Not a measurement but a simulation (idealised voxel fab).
process module | voxel self aligned contacts
cross-section cut | 290 nm wide | cells 5 nm
A cross-section is a grid of square cells, given in bands from the top down. A band is one or more rows of cells.
Each band's line starts with the height of the band's top and of its bottom, in nm. Then come its materials from left to right, each with its width in nm. One material with "throughout" fills the band from edge to edge. "air" is empty space.
Height 0 is the level under which the wafer as received is all one material. The lowest band goes on downwards, as in "0 down".
A width such as "30 to 40" changes by the same amount from each row of cells to the next, from the band's top row to its bottom row.
"no change" after a step means that no cell of the cross-section changed.
closed voids: empty space of 8 cells or more with no open way to the top, each as width x height at its distance from the left edge, in nm
after a step's settings: what the simulator itself notes on the step
overlay nm, on a step with a mask: how far to the right of its planned place the mask lay; to the left if negative
plan
1 op RECEIVE | material Si
2 op OXIDIZE | depth nm 5
3 op DIRECTIONAL_DEP | material polySi | thk nm 10
4 op DIRECTIONAL_DEP | material SiN | thk nm 20
5 op DIRECTIONAL_DEP | material aC | thk nm 15
6 op PATTERN | tone cover | mask id GATE | material resist | width nm 30 | pitch nm 70 | thk nm 30 | overlay nm 0
7 op DIRECTIONAL_ETCH | etch materials aC | depth nm 15
8 op STRIP | etch materials resist
9 op DIRECTIONAL_ETCH | etch materials SiN | depth nm 20
10 op DIRECTIONAL_ETCH | etch materials polySi | depth nm 20
11 op STRIP | etch materials aC
12 op CONFORMAL_DEP | material SiN | thk nm 10
13 op DIRECTIONAL_ETCH | etch materials SiN | depth nm 10
14 op FILL_DEP | material SiO2 | thk nm 20
15 op CMP | height nm 50
16 op DIRECTIONAL_DEP | material aC | thk nm 15
17 op PATTERN | tone open | mask id CONTACT | material resist | width nm 50 | thk nm 30 | overlay nm 0
18 op DIRECTIONAL_ETCH | etch materials aC | depth nm 15
19 op STRIP | etch materials resist
20 op DIRECTIONAL_ETCH | etch materials SiO2 | depth nm 55
21 op STRIP | etch materials aC
22 op CONFORMAL_DEP | material TiN | thk nm 5
23 op FILL_DEP | material Ru | thk nm 10
24 op CMP | height nm 50
25 op CONFORMAL_DEP | material SiN | thk nm 5
varied across the wafers: thk nm of step 3. The plan shows the first wafer's value. All wafers start alike
first wafer as received, after step 1
  0 down: Si throughout
  closed voids: none
first wafer at the end, after step 25
  55 to 50: SiN throughout
  50 to 35: SiO2 120 | TiN 5 | Ru 40 | TiN 5 | SiO2 120
  35 to 30: SiO2 120 | TiN 20 | Ru 10 | TiN 20 | SiO2 120
  30 to 10: SiO2 85 | SiN 50 | TiN 5 | Ru 10 | TiN 5 | SiN 50 | SiO2 85
  10 to 0: SiO2 85 | SiN 10 | polySi 30 | SiN 10 | TiN 5 | Ru 10 | TiN 5 | SiN 10 | polySi 30 | SiN 10 | SiO2 85
  0 to -5: SiO2 135 | TiN 20 | SiO2 135
  -5 down: Si throughout
  closed voids: none
last wafer at the end
  55 to 50: SiN throughout
  50 to 35: SiO2 85 | SiN 50 | TiN 5 | Ru 10 | TiN 5 | SiN 50 | SiO2 85
  35 to 20: SiO2 85 | SiN 10 | polySi 30 | SiN 10 | TiN 5 | Ru 10 | TiN 5 | SiN 10 | polySi 30 | SiN 10 | SiO2 85
  20 to 15: SiO2 85 | SiN 10 | polySi 30 | SiN 10 | TiN 20 | SiN 10 | polySi 30 | SiN 10 | SiO2 85
  15 to 0: polySi throughout
  0 to -5: SiO2 throughout
  -5 down: Si throughout
  closed voids: none
each wafer at the end: cells of each material gained (+) or lost (-) since it was received, then its closed voids
thk nm 10 | +38 Ru | -58 Si | +154 SiN | +450 SiO2 | +30 TiN | +24 polySi | closed voids: none
thk nm 15 | +32 Ru | -58 Si | +162 SiN | +436 SiO2 | +30 TiN | +36 polySi | closed voids: none
thk nm 20 | +26 Ru | -58 Si | +170 SiN | +422 SiO2 | +30 TiN | +48 polySi | closed voids: none
thk nm 25 | +16 Ru | -58 Si | +170 SiN | +378 SiO2 | +26 TiN | +106 polySi | closed voids: none
thk nm 30 | +14 Ru | -58 Si | +170 SiN | +330 SiO2 | +18 TiN | +164 polySi | closed voids: none
thk nm 35 | +12 Ru | -58 Si | +150 SiN | +296 SiO2 | +16 TiN | +222 polySi | closed voids: none
